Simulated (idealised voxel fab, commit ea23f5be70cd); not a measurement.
Module name: voxel self aligned vias (process module)
In the cross-section labelled cut, the width is 250 nm and each square cell is 5 nm.
In this document a cross-section is written as a grid of square cells. It is given as a series of bands, listed from the top down, and a band is one or more rows of cells.
Read a band's entry like this: the first values are the height of its top and the height of its bottom in nm, and what follows is the sequence of materials from left to right, each with its width in nm. Note that "empty" is empty space, and that a single material marked "everywhere" reaches across the band from edge to edge.
Heights are measured from 0, the level below which the as-received wafer is all one material; the lowest band has no bottom and continues downward, written as in "z 0 and below".
Read "30->40" as a graded width: first number on top, second number at the bottom, same change between each pair of neighbouring rows.
No cell of the cross-section changed in a step that is given as "remained the same".
If an empty space has no open way to the top and is at least 8 cells in size, "Unvented internal voids" lists it, written width x height at distance, where distance is measured from the left edge and every value is in nm.
That trailing text on a step's line, after the settings, is the simulator's own remark on the step.
The line of a step may include "overlay nm". On a step with a mask, this value is how far to the right of its planned place the mask lay. A negative value means the mask lay to the left.
Reading key. Pairs: pre-step and post-step cross-section, one process step apart; post-step view only to lowest changed band. Step between + settings: beneath pair. Runs: pairs may be from different runs of this module, same starting wafer. Continuation from pair above: only where "Pre-step" entry says.
Pre-step
    z 0 and below | Si everywhere
    Unvented internal voids: none
Step Result
    z 15 to 0 | SiO2 everywhere
    Below 0, the layers are the same as they were.
    Unvented internal voids: none
What is the step between the two cross-sections above? op CONFORMAL_DEP | material SiO2 | thk nm 15
Pre-step: unchanged from the after cross-section in the pair immediately above; refer to that figure.
Step Result
    z 20 to 15 | SiCN everywhere
    Below 15, the layers are the same as they were.
    Unvented internal voids: none
What is the step between the two cross-sections above? op CONFORMAL_DEP | material SiCN | thk nm 5
Pre-step: unchanged from the after cross-section in the pair immediately above; refer to that figure.
Step Result
    z 40 to 20 | SiO2 everywhere
    Below 20, the layers are the same as they were.
    Unvented internal voids: none
What is the step between the two cross-sections above? op DIRECTIONAL_DEP | material SiO2 | thk nm 20
Pre-step: unchanged from the after cross-section in the pair immediately above; refer to that figure.
Step Result
    z 40 to 20 | SiO2 55 nm | empty 20 nm | SiO2 40 nm | empty 20 nm | SiO2 40 nm | empty 20 nm | SiO2 55 nm
    Below 20, the layers are the same as they were.
    Unvented internal voids: none
What is the step between the two cross-sections above? op MASKED_ETCH | tone open | mask id LINES | width nm 20 | pitch nm 60 | etch materials SiO2 | depth nm 20 | overlay nm 0
Pre-step: unchanged from the after cross-section in the pair immediately above; refer to that figure.
Step Result
    z 45 to 40 | TiN 60 nm | empty 10 nm | TiN 50 nm | empty 10 nm | TiN 50 nm | empty 10 nm | TiN 60 nm
    z 40 to 25 | SiO2 55 nm | TiN 5 nm | empty 10 nm | TiN 5 nm | SiO2 40 nm | TiN 5 nm | empty 10 nm | TiN 5 nm | SiO2 40 nm | TiN 5 nm | empty 10 nm | TiN 5 nm | SiO2 55 nm
    z 25 to 20 | SiO2 55 nm | TiN 20 nm | SiO2 40 nm | TiN 20 nm | SiO2 40 nm | TiN 20 nm | SiO2 55 nm
    Below 20, the layers are the same as they were.
    Unvented internal voids: none
What is the step between the two cross-sections above? op CONFORMAL_DEP | material TiN | thk nm 5
Pre-step: unchanged from the after cross-section in the pair immediately above; refer to that figure.
Step Result
    z 50 to 45 | Ru everywhere
    z 45 to 40 | TiN 60 nm | Ru 10 nm | TiN 50 nm | Ru 10 nm | TiN 50 nm | Ru 10 nm | TiN 60 nm
    z 40 to 25 | SiO2 55 nm | TiN 5 nm | Ru 10 nm | TiN 5 nm | SiO2 40 nm | TiN 5 nm | Ru 10 nm | TiN 5 nm | SiO2 40 nm | TiN 5 nm | Ru 10 nm | TiN 5 nm | SiO2 55 nm
    Below 25, the layers are the same as they were.
    Unvented internal voids: none
What is the step between the two cross-sections above? op FILL_DEP | material Ru | thk nm 5
Pre-step: unchanged from the after cross-section in the pair immediately above; refer to that figure.
Step Result
    z 40 to 25 | SiO2 55 nm | TiN 5 nm | Ru 10 nm | TiN 5 nm | SiO2 40 nm | TiN 5 nm | Ru 10 nm | TiN 5 nm | SiO2 40 nm | TiN 5 nm | Ru 10 nm | TiN 5 nm | SiO2 55 nm
    Below 25, the layers are the same as they were.
    Unvented internal voids: none
What is the step between the two cross-sections above? op CMP | height nm 40
Pre-step: unchanged from the after cross-section in the pair immediately above; refer to that figure.
Step Result
    z 40 to 30 | SiO2 55 nm | empty 20 nm | SiO2 40 nm | empty 20 nm | SiO2 40 nm | empty 20 nm | SiO2 55 nm
    Below 30, the layers are the same as they were.
    Unvented internal voids: none
What is the step between the two cross-sections above? op SELECTIVE_ETCH | etch materials W Ru TiN | depth nm 10
Pre-step: unchanged from the after cross-section in the pair immediately above; refer to that figure.
Step Result
    z 45 to 40 | SiN everywhere
    z 40 to 30 | SiO2 55 nm | SiN 20 nm | SiO2 40 nm | SiN 20 nm | SiO2 40 nm | SiN 20 nm | SiO2 55 nm
    Below 30, the layers are the same as they were.
    Unvented internal voids: none
What is the step between the two cross-sections above? op FILL_DEP | material SiN | thk nm 5
Pre-step: unchanged from the after cross-section in the pair immediately above; refer to that figure.
Step Result
    z 40 to 30 | SiO2 55 nm | SiN 20 nm | SiO2 40 nm | SiN 20 nm | SiO2 40 nm | SiN 20 nm | SiO2 55 nm
    Below 30, the layers are the same as they were.
    Unvented internal voids: none
What is the step between the two cross-sections above? op CMP | height nm 40
Pre-step: unchanged from the after cross-section in the pair immediately above; refer to that figure.
Step Result
    z 55 to 40 | SiO2 everywhere
    Below 40, the layers are the same as they were.
    Unvented internal voids: none
What is the step between the two cross-sections above? op DIRECTIONAL_DEP | material SiO2 | thk nm 15
Pre-step: unchanged from the after cross-section in the pair immediately above; refer to that figure.
Step Result
    z 75 to 55 | resist 50 nm | empty 30 nm | resist 90 nm | empty 30 nm | resist 50 nm
    Below 55, the layers are the same as they were.
    Unvented internal voids: none
What is the step between the two cross-sections above? op PATTERN | tone open | mask id VIAS | material resist | width nm 30 | pitch nm 120 | thk nm 20 | overlay nm 0
Pre-step: unchanged from the after cross-section in the pair immediately above; refer to that figure.
Step Result
    z 75 to 55 | resist 50 nm | empty 30 nm | resist 90 nm | empty 30 nm | resist 50 nm
    z 55 to 40 | SiO2 50 nm | empty 30 nm | SiO2 90 nm | empty 30 nm | SiO2 50 nm
    Below 40, the layers are the same as they were.
    Unvented internal voids: none
What is the step between the two cross-sections above? op DIRECTIONAL_ETCH | etch materials SiO2 | depth nm 15
Pre-step: unchanged from the after cross-section in the pair immediately above; refer to that figure.
Step Result
    z 75 to 55 | resist 50 nm | empty 30 nm | resist 90 nm | empty 30 nm | resist 50 nm
    z 55 to 40 | SiO2 50 nm | empty 30 nm | SiO2 90 nm | empty 30 nm | SiO2 50 nm
    z 40 to 30 | SiO2 55 nm | empty 20 nm | SiO2 40 nm | SiN 20 nm | SiO2 40 nm | empty 20 nm | SiO2 55 nm
    Below 30, the layers are the same as they were.
    Unvented internal voids: none
What is the step between the two cross-sections above? op DIRECTIONAL_ETCH | etch materials SiN | depth nm 10
Pre-step: unchanged from the after cross-section in the pair immediately above; refer to that figure.
Step Result
    z 55 to 40 | SiO2 50 nm | empty 30 nm | SiO2 90 nm | empty 30 nm | SiO2 50 nm
    Below 40, the layers are the same as they were.
    Unvented internal voids: none
What is the step between the two cross-sections above? op STRIP | etch materials resist
Pre-step: unchanged from the after cross-section in the pair immediately above; refer to that figure.
Step Result
    z 60 to 55 | TiN 55 nm | empty 20 nm | TiN 100 nm | empty 20 nm | TiN 55 nm
    z 55 to 45 | SiO2 50 nm | TiN 5 nm | empty 20 nm | TiN 5 nm | SiO2 90 nm | TiN 5 nm | empty 20 nm | TiN 5 nm | SiO2 50 nm
    z 45 to 40 | SiO2 50 nm | TiN 10 nm | empty 10 nm | TiN 10 nm | SiO2 90 nm | TiN 10 nm | empty 10 nm | TiN 10 nm | SiO2 50 nm
    z 40 to 35 | SiO2 55 nm | TiN 5 nm | empty 10 nm | TiN 5 nm | SiO2 40 nm | SiN 20 nm | SiO2 40 nm | TiN 5 nm | empty 10 nm | TiN 5 nm | SiO2 55 nm
    z 35 to 30 | SiO2 55 nm | TiN 20 nm | SiO2 40 nm | SiN 20 nm | SiO2 40 nm | TiN 20 nm | SiO2 55 nm
    Below 30, the layers are the same as they were.
    Unvented internal voids: none
What is the step between the two cross-sections above? op CONFORMAL_DEP | material TiN | thk nm 5
Pre-step: unchanged from the after cross-section in the pair immediately above; refer to that figure.
Step Result
    z 70 to 60 | Ru everywhere
    z 60 to 55 | TiN 55 nm | Ru 20 nm | TiN 100 nm | Ru 20 nm | TiN 55 nm
    z 55 to 45 | SiO2 50 nm | TiN 5 nm | Ru 20 nm | TiN 5 nm | SiO2 90 nm | TiN 5 nm | Ru 20 nm | TiN 5 nm | SiO2 50 nm
    z 45 to 40 | SiO2 50 nm | TiN 10 nm | Ru 10 nm | TiN 10 nm | SiO2 90 nm | TiN 10 nm | Ru 10 nm | TiN 10 nm | SiO2 50 nm
    z 40 to 35 | SiO2 55 nm | TiN 5 nm | Ru 10 nm | TiN 5 nm | SiO2 40 nm | SiN 20 nm | SiO2 40 nm | TiN 5 nm | Ru 10 nm | TiN 5 nm | SiO2 55 nm
    Below 35, the layers are the same as they were.
    Unvented internal voids: none
What is the step between the two cross-sections above? op FILL_DEP | material Ru | thk nm 10
Pre-step: unchanged from the after cross-section in the pair immediately above; refer to that figure.
Step Result
    z 55 to 45 | SiO2 50 nm | TiN 5 nm | Ru 20 nm | TiN 5 nm | SiO2 90 nm | TiN 5 nm | Ru 20 nm | TiN 5 nm | SiO2 50 nm
    Below 45, the layers are the same as they were.
    Unvented internal voids: none
What is the step between the two cross-sections above? op CMP | height nm 55
Pre-step: unchanged from the after cross-section in the pair immediately above; refer to that figure.
Step Result
    z 60 to 55 | SiN everywhere
    Below 55, the layers are the same as they were.
    Unvented internal voids: none
What is the step between the two cross-sections above? op CONFORMAL_DEP | material SiN | thk nm 5
Pre-step
    z 70 to 60 | Ru everywhere
    z 60 to 55 | TiN 55 nm | Ru 20 nm | TiN 100 nm | Ru 20 nm | TiN 55 nm
    z 55 to 45 | SiO2 50 nm | TiN 5 nm | Ru 20 nm | TiN 5 nm | SiO2 90 nm | TiN 5 nm | Ru 20 nm | TiN 5 nm | SiO2 50 nm
    z 45 to 40 | SiO2 50 nm | TiN 10 nm | Ru 10 nm | TiN 10 nm | SiO2 90 nm | TiN 10 nm | Ru 10 nm | TiN 10 nm | SiO2 50 nm
    z 40 to 35 | SiO2 55 nm | TiN 5 nm | Ru 10 nm | TiN 5 nm | SiO2 40 nm | SiN 20 nm | SiO2 40 nm | TiN 5 nm | Ru 10 nm | TiN 5 nm | SiO2 55 nm
    z 35 to 30 | SiO2 55 nm | TiN 20 nm | SiO2 40 nm | SiN 20 nm | SiO2 40 nm | TiN 20 nm | SiO2 55 nm
    z 30 to 25 | SiO2 55 nm | TiN 5 nm | Ru 10 nm | TiN 5 nm | SiO2 40 nm | TiN 5 nm | Ru 10 nm | TiN 5 nm | SiO2 40 nm | TiN 5 nm | Ru 10 nm | TiN 5 nm | SiO2 55 nm
    z 25 to 20 | SiO2 55 nm | TiN 20 nm | SiO2 40 nm | TiN 20 nm | SiO2 40 nm | TiN 20 nm | SiO2 55 nm
    z 20 to 15 | SiCN everywhere
    z 15 to 0 | SiO2 everywhere
    z 0 and below | Si everywhere
    Unvented internal voids: none
Step Result
    z 75 to 70 | SiN everywhere
    Below 70, the layers are the same as they were.
    Unvented internal voids: none
What is the step between the two cross-sections above? op CONFORMAL_DEP | material SiN | thk nm 5
Pre-step
    z 75 to 55 | resist 50 nm | empty 30 nm | resist 90 nm | empty 30 nm | resist 50 nm
    z 55 to 40 | SiO2 50 nm | empty 30 nm | SiO2 90 nm | empty 30 nm | SiO2 50 nm
    z 40 to 30 | SiO2 55 nm | SiN 20 nm | SiO2 40 nm | SiN 20 nm | SiO2 40 nm | SiN 20 nm | SiO2 55 nm
    z 30 to 25 | SiO2 55 nm | TiN 5 nm | Ru 10 nm | TiN 5 nm | SiO2 40 nm | TiN 5 nm | Ru 10 nm | TiN 5 nm | SiO2 40 nm | TiN 5 nm | Ru 10 nm | TiN 5 nm | SiO2 55 nm
    z 25 to 20 | SiO2 55 nm | TiN 20 nm | SiO2 40 nm | TiN 20 nm | SiO2 40 nm | TiN 20 nm | SiO2 55 nm
    z 20 to 15 | SiCN everywhere
    z 15 to 0 | SiO2 everywhere
    z 0 and below | Si everywhere
    Unvented internal voids: none
Step Result
    z 75 to 55 | resist 50 nm | empty 30 nm | resist 90 nm | empty 30 nm | resist 50 nm
    z 55 to 40 | SiO2 50 nm | empty 30 nm | SiO2 90 nm | empty 30 nm | SiO2 50 nm
    z 40 to 30 | SiO2 50 nm | empty 5 nm | SiN 20 nm | empty 5 nm | SiO2 35 nm | SiN 20 nm | SiO2 35 nm | empty 5 nm | SiN 20 nm | empty 5 nm | SiO2 50 nm
    z 30 to 25 | SiO2 50 nm | empty 5 nm | TiN 5 nm | Ru 10 nm | TiN 5 nm | empty 5 nm | SiO2 35 nm | TiN 5 nm | Ru 10 nm | TiN 5 nm | SiO2 35 nm | empty 5 nm | TiN 5 nm | Ru 10 nm | TiN 5 nm | empty 5 nm | SiO2 50 nm
    Below 25, the layers are the same as they were.
    Unvented internal voids: none
What is the step between the two cross-sections above? op DIRECTIONAL_ETCH | etch materials SiO2 | depth nm 15
Pre-step: unchanged from the after cross-section in the pair immediately above; refer to that figure.
Step Result
    z 75 to 55 | resist 50 nm | empty 30 nm | resist 90 nm | empty 30 nm | resist 50 nm
    z 55 to 40 | SiO2 50 nm | empty 30 nm | SiO2 90 nm | empty 30 nm | SiO2 50 nm
    z 40 to 30 | SiO2 50 nm | empty 30 nm | SiO2 35 nm | SiN 20 nm | SiO2 35 nm | empty 30 nm | SiO2 50 nm
    Below 30, the layers are the same as they were.
    Unvented internal voids: none
What is the step between the two cross-sections above? op DIRECTIONAL_ETCH | etch materials SiN | depth nm 10
Pre-step: unchanged from the after cross-section in the pair immediately above; refer to that figure.
Step Result
    z 55 to 40 | SiO2 50 nm | empty 30 nm | SiO2 90 nm | empty 30 nm | SiO2 50 nm
    Below 40, the layers are the same as they were.
    Unvented internal voids: none
What is the step between the two cross-sections above? op STRIP | etch materials resist
Pre-step: unchanged from the after cross-section in the pair immediately above; refer to that figure.
Step Result
    z 60 to 55 | TiN 55 nm | empty 20 nm | TiN 100 nm | empty 20 nm | TiN 55 nm
    z 55 to 40 | SiO2 50 nm | TiN 5 nm | empty 20 nm | TiN 5 nm | SiO2 90 nm | TiN 5 nm | empty 20 nm | TiN 5 nm | SiO2 50 nm
    z 40 to 35 | SiO2 50 nm | TiN 5 nm | empty 20 nm | TiN 5 nm | SiO2 35 nm | SiN 20 nm | SiO2 35 nm | TiN 5 nm | empty 20 nm | TiN 5 nm | SiO2 50 nm
    z 35 to 30 | SiO2 50 nm | TiN 30 nm | SiO2 35 nm | SiN 20 nm | SiO2 35 nm | TiN 30 nm | SiO2 50 nm
    z 30 to 25 | SiO2 50 nm | TiN 10 nm | Ru 10 nm | TiN 10 nm | SiO2 35 nm | TiN 5 nm | Ru 10 nm | TiN 5 nm | SiO2 35 nm | TiN 10 nm | Ru 10 nm | TiN 10 nm | SiO2 50 nm
    Below 25, the layers are the same as they were.
    Unvented internal voids: none
What is the step between the two cross-sections above? op CONFORMAL_DEP | material TiN | thk nm 5
Pre-step: unchanged from the after cross-section in the pair immediately above; refer to that figure.
Step Result
    z 70 to 60 | Ru everywhere
    z 60 to 55 | TiN 55 nm | Ru 20 nm | TiN 100 nm | Ru 20 nm | TiN 55 nm
    z 55 to 40 | SiO2 50 nm | TiN 5 nm | Ru 20 nm | TiN 5 nm | SiO2 90 nm | TiN 5 nm | Ru 20 nm | TiN 5 nm | SiO2 50 nm
    z 40 to 35 | SiO2 50 nm | TiN 5 nm | Ru 20 nm | TiN 5 nm | SiO2 35 nm | SiN 20 nm | SiO2 35 nm | TiN 5 nm | Ru 20 nm | TiN 5 nm | SiO2 50 nm
    Below 35, the layers are the same as they were.
    Unvented internal voids: none
What is the step between the two cross-sections above? op FILL_DEP | material Ru | thk nm 10
Pre-step: unchanged from the after cross-section in the pair immediately above; refer to that figure.
Step Result
    z 55 to 40 | SiO2 50 nm | TiN 5 nm | Ru 20 nm | TiN 5 nm | SiO2 90 nm | TiN 5 nm | Ru 20 nm | TiN 5 nm | SiO2 50 nm
    Below 40, the layers are the same as they were.
    Unvented internal voids: none
What is the step between the two cross-sections above? op CMP | height nm 55
Pre-step: unchanged from the after cross-section in the pair immediately above; refer to that figure.
Step Result
    z 60 to 55 | SiN everywhere
    Below 55, the layers are the same as they were.
    Unvented internal voids: none
What is the step between the two cross-sections above? op CONFORMAL_DEP | material SiN | thk nm 5
Pre-step
    z 0 and below | Si everywhere
    Unvented internal voids: none
Step Result
    z 5 to 0 | SiCN everywhere
    Below 0, the layers are the same as they were.
    Unvented internal voids: none
What is the step between the two cross-sections above? op CONFORMAL_DEP | material SiCN | thk nm 5
Pre-step: unchanged from the after cross-section in the pair immediately above; refer to that figure.
Step Result
    z 20 to 5 | SiO2 everywhere
    Below 5, the layers are the same as they were.
    Unvented internal voids: none
What is the step between the two cross-sections above? op CONFORMAL_DEP | material SiO2 | thk nm 15
Pre-step: unchanged from the after cross-section in the pair immediately above; refer to that figure.
Step Result
    z 40 to 5 | SiO2 everywhere
    Below 5, the layers are the same as they were.
    Unvented internal voids: none
What is the step between the two cross-sections above? op DIRECTIONAL_DEP | material SiO2 | thk nm 20
Pre-step: unchanged from the after cross-section in the pair immediately above; refer to that figure.
Step Result
    z 40 to 20 | SiO2 55 nm | empty 20 nm | SiO2 40 nm | empty 20 nm | SiO2 40 nm | empty 20 nm | SiO2 55 nm
    Below 20, the layers are the same as they were.
    Unvented internal voids: none
What is the step between the two cross-sections above? op MASKED_ETCH | tone open | mask id LINES | width nm 20 | pitch nm 60 | etch materials SiO2 | depth nm 20 | overlay nm 0
Pre-step: unchanged from the after cross-section in the pair immediately above; refer to that figure.
Step Result
    z 45 to 40 | TiN 60 nm | empty 10 nm | TiN 50 nm | empty 10 nm | TiN 50 nm | empty 10 nm | TiN 60 nm
    z 40 to 25 | SiO2 55 nm | TiN 5 nm | empty 10 nm | TiN 5 nm | SiO2 40 nm | TiN 5 nm | empty 10 nm | TiN 5 nm | SiO2 40 nm | TiN 5 nm | empty 10 nm | TiN 5 nm | SiO2 55 nm
    z 25 to 20 | SiO2 55 nm | TiN 20 nm | SiO2 40 nm | TiN 20 nm | SiO2 40 nm | TiN 20 nm | SiO2 55 nm
    Below 20, the layers are the same as they were.
    Unvented internal voids: none
What is the step between the two cross-sections above? op CONFORMAL_DEP | material TiN | thk nm 5
Pre-step: unchanged from the after cross-section in the pair immediately above; refer to that figure.
Step Result
    z 50 to 45 | Ru everywhere
    z 45 to 40 | TiN 60 nm | Ru 10 nm | TiN 50 nm | Ru 10 nm | TiN 50 nm | Ru 10 nm | TiN 60 nm
    z 40 to 25 | SiO2 55 nm | TiN 5 nm | Ru 10 nm | TiN 5 nm | SiO2 40 nm | TiN 5 nm | Ru 10 nm | TiN 5 nm | SiO2 40 nm | TiN 5 nm | Ru 10 nm | TiN 5 nm | SiO2 55 nm
    Below 25, the layers are the same as they were.
    Unvented internal voids: none
What is the step between the two cross-sections above? op FILL_DEP | material Ru | thk nm 5
Pre-step: unchanged from the after cross-section in the pair immediately above; refer to that figure.
Step Result
    z 40 to 25 | SiO2 55 nm | TiN 5 nm | Ru 10 nm | TiN 5 nm | SiO2 40 nm | TiN 5 nm | Ru 10 nm | TiN 5 nm | SiO2 40 nm | TiN 5 nm | Ru 10 nm | TiN 5 nm | SiO2 55 nm
    Below 25, the layers are the same as they were.
    Unvented internal voids: none
What is the step between the two cross-sections above? op CMP | height nm 40
Pre-step: unchanged from the after cross-section in the pair immediately above; refer to that figure.
Step Result
    z 40 to 30 | SiO2 55 nm | empty 20 nm | SiO2 40 nm | empty 20 nm | SiO2 40 nm | empty 20 nm | SiO2 55 nm
    Below 30, the layers are the same as they were.
    Unvented internal voids: none
What is the step between the two cross-sections above? op SELECTIVE_ETCH | etch materials W Ru TiN | depth nm 10
Pre-step: unchanged from the after cross-section in the pair immediately above; refer to that figure.
Step Result
    z 45 to 40 | SiN everywhere
    z 40 to 30 | SiO2 55 nm | SiN 20 nm | SiO2 40 nm | SiN 20 nm | SiO2 40 nm | SiN 20 nm | SiO2 55 nm
    Below 30, the layers are the same as they were.
    Unvented internal voids: none
What is the step between the two cross-sections above? op FILL_DEP | material SiN | thk nm 5
Pre-step: unchanged from the after cross-section in the pair immediately above; refer to that figure.
Step Result
    z 40 to 30 | SiO2 55 nm | SiN 20 nm | SiO2 40 nm | SiN 20 nm | SiO2 40 nm | SiN 20 nm | SiO2 55 nm
    Below 30, the layers are the same as they were.
    Unvented internal voids: none
What is the step between the two cross-sections above? op CMP | height nm 40
Pre-step: unchanged from the after cross-section in the pair immediately above; refer to that figure.
Step Result
    z 55 to 40 | SiO2 everywhere
    Below 40, the layers are the same as they were.
    Unvented internal voids: none
What is the step between the two cross-sections above? op DIRECTIONAL_DEP | material SiO2 | thk nm 15
Pre-step: unchanged from the after cross-section in the pair immediately above; refer to that figure.
Step Result
    z 75 to 55 | resist 50 nm | empty 30 nm | resist 90 nm | empty 30 nm | resist 50 nm
    Below 55, the layers are the same as they were.
    Unvented internal voids: none
What is the step between the two cross-sections above? op PATTERN | tone open | mask id VIAS | material resist | width nm 30 | pitch nm 120 | thk nm 20 | overlay nm 0
Pre-step: unchanged from the after cross-section in the pair immediately above; refer to that figure.
Step Result
    z 75 to 55 | resist 50 nm | empty 30 nm | resist 90 nm | empty 30 nm | resist 50 nm
    z 55 to 40 | SiO2 50 nm | empty 30 nm | SiO2 90 nm | empty 30 nm | SiO2 50 nm
    Below 40, the layers are the same as they were.
    Unvented internal voids: none
What is the step between the two cross-sections above? op DIRECTIONAL_ETCH | etch materials SiO2 | depth nm 15
Pre-step: unchanged from the after cross-section in the pair immediately above; refer to that figure.
Step Result
    z 75 to 55 | resist 50 nm | empty 30 nm | resist 90 nm | empty 30 nm | resist 50 nm
    z 55 to 40 | SiO2 50 nm | empty 30 nm | SiO2 90 nm | empty 30 nm | SiO2 50 nm
    z 40 to 30 | SiO2 55 nm | empty 20 nm | SiO2 40 nm | SiN 20 nm | SiO2 40 nm | empty 20 nm | SiO2 55 nm
    Below 30, the layers are the same as they were.
    Unvented internal voids: none
What is the step between the two cross-sections above? op DIRECTIONAL_ETCH | etch materials SiN | depth nm 10
Pre-step: unchanged from the after cross-section in the pair immediately above; refer to that figure.
Step Result
    z 55 to 40 | SiO2 50 nm | empty 30 nm | SiO2 90 nm | empty 30 nm | SiO2 50 nm
    Below 40, the layers are the same as they were.
    Unvented internal voids: none
What is the step between the two cross-sections above? op STRIP | etch materials resist
Pre-step: unchanged from the after cross-section in the pair immediately above; refer to that figure.
Step Result
    z 60 to 55 | TiN 55 nm | empty 20 nm | TiN 100 nm | empty 20 nm | TiN 55 nm
    z 55 to 45 | SiO2 50 nm | TiN 5 nm | empty 20 nm | TiN 5 nm | SiO2 90 nm | TiN 5 nm | empty 20 nm | TiN 5 nm | SiO2 50 nm
    z 45 to 40 | SiO2 50 nm | TiN 10 nm | empty 10 nm | TiN 10 nm | SiO2 90 nm | TiN 10 nm | empty 10 nm | TiN 10 nm | SiO2 50 nm
    z 40 to 35 | SiO2 55 nm | TiN 5 nm | empty 10 nm | TiN 5 nm | SiO2 40 nm | SiN 20 nm | SiO2 40 nm | TiN 5 nm | empty 10 nm | TiN 5 nm | SiO2 55 nm
    z 35 to 30 | SiO2 55 nm | TiN 20 nm | SiO2 40 nm | SiN 20 nm | SiO2 40 nm | TiN 20 nm | SiO2 55 nm
    Below 30, the layers are the same as they were.
    Unvented internal voids: none
What is the step between the two cross-sections above? op CONFORMAL_DEP | material TiN | thk nm 5
Pre-step: unchanged from the after cross-section in the pair immediately above; refer to that figure.
Step Result
    z 70 to 60 | Ru everywhere
    z 60 to 55 | TiN 55 nm | Ru 20 nm | TiN 100 nm | Ru 20 nm | TiN 55 nm
    z 55 to 45 | SiO2 50 nm | TiN 5 nm | Ru 20 nm | TiN 5 nm | SiO2 90 nm | TiN 5 nm | Ru 20 nm | TiN 5 nm | SiO2 50 nm
    z 45 to 40 | SiO2 50 nm | TiN 10 nm | Ru 10 nm | TiN 10 nm | SiO2 90 nm | TiN 10 nm | Ru 10 nm | TiN 10 nm | SiO2 50 nm
    z 40 to 35 | SiO2 55 nm | TiN 5 nm | Ru 10 nm | TiN 5 nm | SiO2 40 nm | SiN 20 nm | SiO2 40 nm | TiN 5 nm | Ru 10 nm | TiN 5 nm | SiO2 55 nm
    Below 35, the layers are the same as they were.
    Unvented internal voids: none
What is the step between the two cross-sections above? op FILL_DEP | material Ru | thk nm 10
Pre-step: unchanged from the after cross-section in the pair immediately above; refer to that figure.
Step Result
    z 55 to 45 | SiO2 50 nm | TiN 5 nm | Ru 20 nm | TiN 5 nm | SiO2 90 nm | TiN 5 nm | Ru 20 nm | TiN 5 nm | SiO2 50 nm
    Below 45, the layers are the same as they were.
    Unvented internal voids: none
What is the step between the two cross-sections above? op CMP | height nm 55
Pre-step: unchanged from the after cross-section in the pair immediately above; refer to that figure.
Step Result
    z 60 to 55 | SiN everywhere
    Below 55, the layers are the same as they were.
    Unvented internal voids: none
What is the step between the two cross-sections above? op CONFORMAL_DEP | material SiN | thk nm 5
Pre-step
    z 75 to 55 | resist 50 nm | empty 30 nm | resist 90 nm | empty 30 nm | resist 50 nm
    z 55 to 40 | SiO2 everywhere
    z 40 to 30 | SiO2 55 nm | SiN 20 nm | SiO2 40 nm | SiN 20 nm | SiO2 40 nm | SiN 20 nm | SiO2 55 nm
    z 30 to 25 | SiO2 55 nm | TiN 5 nm | Ru 10 nm | TiN 5 nm | SiO2 40 nm | TiN 5 nm | Ru 10 nm | TiN 5 nm | SiO2 40 nm | TiN 5 nm | Ru 10 nm | TiN 5 nm | SiO2 55 nm
    z 25 to 20 | SiO2 55 nm | TiN 20 nm | SiO2 40 nm | TiN 20 nm | SiO2 40 nm | TiN 20 nm | SiO2 55 nm
    z 20 to 15 | SiCN everywhere
    z 15 to 0 | SiO2 everywhere
    z 0 and below | Si everywhere
    Unvented internal voids: none
Step Result
    z 75 to 55 | resist 50 nm | empty 30 nm | resist 90 nm | empty 30 nm | resist 50 nm
    z 55 to 40 | SiO2 50 nm | empty 30 nm | SiO2 90 nm | empty 30 nm | SiO2 50 nm
    z 40 to 30 | SiO2 50 nm | empty 5 nm | SiN 20 nm | empty 5 nm | SiO2 35 nm | SiN 20 nm | SiO2 35 nm | empty 5 nm | SiN 20 nm | empty 5 nm | SiO2 50 nm
    Below 30, the layers are the same as they were.
    Unvented internal voids: none
What is the step between the two cross-sections above? op DIRECTIONAL_ETCH | etch materials SiO2 | depth nm 25
Pre-step: unchanged from the after cross-section in the pair immediately above; refer to that figure.
Step Result
    z 75 to 55 | resist 50 nm | empty 30 nm | resist 90 nm | empty 30 nm | resist 50 nm
    z 55 to 40 | SiO2 50 nm | empty 30 nm | SiO2 90 nm | empty 30 nm | SiO2 50 nm
    z 40 to 30 | SiO2 50 nm | empty 30 nm | SiO2 35 nm | SiN 20 nm | SiO2 35 nm | empty 30 nm | SiO2 50 nm
    Below 30, the layers are the same as they were.
    Unvented internal voids: none
What is the step between the two cross-sections above? op DIRECTIONAL_ETCH | etch materials SiN | depth nm 10
Pre-step: unchanged from the after cross-section in the pair immediately above; refer to that figure.
Step Result
    z 55 to 40 | SiO2 50 nm | empty 30 nm | SiO2 90 nm | empty 30 nm | SiO2 50 nm
    Below 40, the layers are the same as they were.
    Unvented internal voids: none
What is the step between the two cross-sections above? op STRIP | etch materials resist
Pre-step: unchanged from the after cross-section in the pair immediately above; refer to that figure.
Step Result
    z 60 to 55 | TiN 55 nm | empty 20 nm | TiN 100 nm | empty 20 nm | TiN 55 nm
    z 55 to 40 | SiO2 50 nm | TiN 5 nm | empty 20 nm | TiN 5 nm | SiO2 90 nm | TiN 5 nm | empty 20 nm | TiN 5 nm | SiO2 50 nm
    z 40 to 35 | SiO2 50 nm | TiN 5 nm | empty 20 nm | TiN 5 nm | SiO2 35 nm | SiN 20 nm | SiO2 35 nm | TiN 5 nm | empty 20 nm | TiN 5 nm | SiO2 50 nm
    z 35 to 30 | SiO2 50 nm | TiN 30 nm | SiO2 35 nm | SiN 20 nm | SiO2 35 nm | TiN 30 nm | SiO2 50 nm
    Below 30, the layers are the same as they were.
    Unvented internal voids: none
What is the step between the two cross-sections above? op CONFORMAL_DEP | material TiN | thk nm 5
Pre-step: unchanged from the after cross-section in the pair immediately above; refer to that figure.
Step Result
    z 70 to 60 | Ru everywhere
    z 60 to 55 | TiN 55 nm | Ru 20 nm | TiN 100 nm | Ru 20 nm | TiN 55 nm
    z 55 to 40 | SiO2 50 nm | TiN 5 nm | Ru 20 nm | TiN 5 nm | SiO2 90 nm | TiN 5 nm | Ru 20 nm | TiN 5 nm | SiO2 50 nm
    z 40 to 35 | SiO2 50 nm | TiN 5 nm | Ru 20 nm | TiN 5 nm | SiO2 35 nm | SiN 20 nm | SiO2 35 nm | TiN 5 nm | Ru 20 nm | TiN 5 nm | SiO2 50 nm
    Below 35, the layers are the same as they were.
    Unvented internal voids: none
What is the step between the two cross-sections above? op FILL_DEP | material Ru | thk nm 10
Pre-step: unchanged from the after cross-section in the pair immediately above; refer to that figure.
Step Result
    z 55 to 40 | SiO2 50 nm | TiN 5 nm | Ru 20 nm | TiN 5 nm | SiO2 90 nm | TiN 5 nm | Ru 20 nm | TiN 5 nm | SiO2 50 nm
    Below 40, the layers are the same as they were.
    Unvented internal voids: none
What is the step between the two cross-sections above? op CMP | height nm 55
Pre-step: unchanged from the after cross-section in the pair immediately above; refer to that figure.
Step Result
    z 60 to 55 | SiN everywhere
    Below 55, the layers are the same as they were.
    Unvented internal voids: none
What is the step between the two cross-sections above? op CONFORMAL_DEP | material SiN | thk nm 5
